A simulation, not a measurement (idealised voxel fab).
Herein follows the process module entitled voxel fin reveal.
In the cross-section labelled cut, the width is 150 nm and each square cell is 5 nm.
Cross-sections here: square-cell grids, written as top-down lists of bands, a band being one or more rows of cells.
Each band's line starts with the height of the band's top and of its bottom, in nm. Then come its materials from left to right, each with its width in nm. One material with "throughout" fills the band from edge to edge. "air" is empty space.
Zero point of the height axis is 0; under it, received wafer = one material. Lowest band: continues down indefinitely, "from 0 down".
Note: "30 to 40" means the width goes from the first number (top row of the band) to the second number (bottom row) in equal steps per row of cells.
For the purposes of this document, the phrase "nothing was modified" attached to a step denotes that no cell within the cross-section was modified by that step.
"Tabulated closed voids": sealed empty spaces, 8 cells or more, no open way to top, listed width x height at distance, with distance from the left edge and width, height and distance in nm.
Anything after a step's settings on that line? It's the simulator's own note about the step.
What "overlay nm" on a step's line means: if the step has a mask, that mask lay this far to the right of its planned place, or, when the value is negative, to the left.

These are the steps we planned for the process
1 RECEIVE: material Si
2 CONFORMAL_DEP: material SiN, thk nm 10
3 DIRECTIONAL_DEP: material aC, thk nm 15
4 PATTERN: tone cover, mask id FINS, material resist, width nm 15, pitch nm 40, thk nm 30, overlay nm 0
5 DIRECTIONAL_ETCH: etch materials aC, depth nm 15
6 STRIP: etch materials resist
7 DIRECTIONAL_ETCH: etch materials SiN, depth nm 10
8 DIRECTIONAL_ETCH: etch materials Si, depth nm 40
9 STRIP: etch materials aC
10 OXIDIZE: depth nm 5
11 FILL_DEP: material SiO2, thk nm 15
12 CMP: height nm 10
13 SELECTIVE_ETCH: etch materials SiO2, depth nm 35
14 STRIP: etch materials SiN

First of two wafers, with the run carried out as planned

Incoming wafer, cross-sectional view, post step 1
    from 0 down | Si throughout
    Tabulated closed voids: none

The wafer in cross-section once step 2 is complete
    from 10 to 0 | SiN throughout
    Rest of section, below 0: as before.

The wafer in cross-section once step 3 is complete
    from 25 to 10 | aC throughout
    Rest of section, below 10: as before.

The wafer in cross-section once step 4 is complete
    from 55 to 25 | 25 nm air / 15 nm resist / 25 nm air / 15 nm resist / 25 nm air / 15 nm resist / 30 nm air
    Rest of section, below 25: as before.

The wafer in cross-section once step 5 is complete
    from 40 to 25 | 25 nm air / 15 nm resist / 25 nm air / 15 nm resist / 25 nm air / 15 nm resist / 30 nm air
    from 25 to 10 | 25 nm air / 15 nm aC / 25 nm air / 15 nm aC / 25 nm air / 15 nm aC / 30 nm air
    Rest of section, below 10: as before.

The wafer in cross-section once step 6 is complete
    from 25 to 10 | 25 nm air / 15 nm aC / 25 nm air / 15 nm aC / 25 nm air / 15 nm aC / 30 nm air
    Rest of section, below 10: as before.

The wafer in cross-section once step 7 is complete
    from 25 to 10 | 25 nm air / 15 nm aC / 25 nm air / 15 nm aC / 25 nm air / 15 nm aC / 30 nm air
    from 10 to 0 | 25 nm air / 15 nm SiN / 25 nm air / 15 nm SiN / 25 nm air / 15 nm SiN / 30 nm air
    Rest of section, below 0: as before.

The wafer in cross-section once step 8 is complete
    from 25 to 10 | 25 nm air / 15 nm aC / 25 nm air / 15 nm aC / 25 nm air / 15 nm aC / 30 nm air
    from 10 to 0 | 25 nm air / 15 nm SiN / 25 nm air / 15 nm SiN / 25 nm air / 15 nm SiN / 30 nm air
    from 0 to -40 | 25 nm air / 15 nm Si / 25 nm air / 15 nm Si / 25 nm air / 15 nm Si / 30 nm air
    Rest of section, below -40: as before.

The wafer in cross-section once step 9 is complete
    from 10 to 0 | 25 nm air / 15 nm SiN / 25 nm air / 15 nm SiN / 25 nm air / 15 nm SiN / 30 nm air
    Rest of section, below 0: as before.

The wafer in cross-section once step 10 is complete
    from 10 to 0 | 25 nm air / 15 nm SiN / 25 nm air / 15 nm SiN / 25 nm air / 15 nm SiN / 30 nm air
    from 0 to -40 | 25 nm air / 5 nm SiO2 / 5 nm Si / 5 nm SiO2 / 25 nm air / 5 nm SiO2 / 5 nm Si / 5 nm SiO2 / 25 nm air / 5 nm SiO2 / 5 nm Si / 5 nm SiO2 / 30 nm air
    from -40 to -45 | 30 nm SiO2 / 5 nm Si / 35 nm SiO2 / 5 nm Si / 35 nm SiO2 / 5 nm Si / 35 nm SiO2
    Rest of section, below -45: as before.

The wafer in cross-section once step 11 is complete
    from 25 to 10 | SiO2 throughout
    from 10 to 0 | 25 nm SiO2 / 15 nm SiN / 25 nm SiO2 / 15 nm SiN / 25 nm SiO2 / 15 nm SiN / 30 nm SiO2
    from 0 to -45 | 30 nm SiO2 / 5 nm Si / 35 nm SiO2 / 5 nm Si / 35 nm SiO2 / 5 nm Si / 35 nm SiO2
    Rest of section, below -45: as before.

The wafer in cross-section once step 12 is complete
    from 10 to 0 | 25 nm SiO2 / 15 nm SiN / 25 nm SiO2 / 15 nm SiN / 25 nm SiO2 / 15 nm SiN / 30 nm SiO2
    Rest of section, below 0: as before.

The wafer in cross-section once step 13 is complete
    from 10 to 0 | 25 nm air / 15 nm SiN / 25 nm air / 15 nm SiN / 25 nm air / 15 nm SiN / 30 nm air
    from 0 to -25 | 30 nm air / 5 nm Si / 35 nm air / 5 nm Si / 35 nm air / 5 nm Si / 35 nm air
    Rest of section, below -25: as before.

The wafer in cross-section once step 14 is complete
    from 0 to -25 | 30 nm air / 5 nm Si / 35 nm air / 5 nm Si / 35 nm air / 5 nm Si / 35 nm air
    Rest of section, below -25: as before.

The second wafer: identical to the first at the outset and in its planned sequence, differing only in that one mistake was made during processing; up to and including step 11, its path is the first wafer's path

Second wafer cross-section, taken as of the time the plan sets for step 12 to be done: nothing was modified

Second wafer cross-section, taken as of the time the plan sets for step 13 to be done
    from 10 to 0 | 25 nm air / 15 nm SiN / 25 nm air / 15 nm SiN / 25 nm air / 15 nm SiN / 30 nm air
    from 0 to -10 | 30 nm air / 5 nm Si / 35 nm air / 5 nm Si / 35 nm air / 5 nm Si / 35 nm air
    Rest of section, below -10: as before.

Second wafer cross-section, taken as of the time the plan sets for step 14 to be done
    from 0 to -10 | 30 nm air / 5 nm Si / 35 nm air / 5 nm Si / 35 nm air / 5 nm Si / 35 nm air
    Rest of section, below -10: as before.
In executing the process, a mistake was made relative to the plan: skipped: plan step 12 (never run)
Count the cells at the end and the second wafer has more or fewer of some materials than the first: SiO2: 81 more
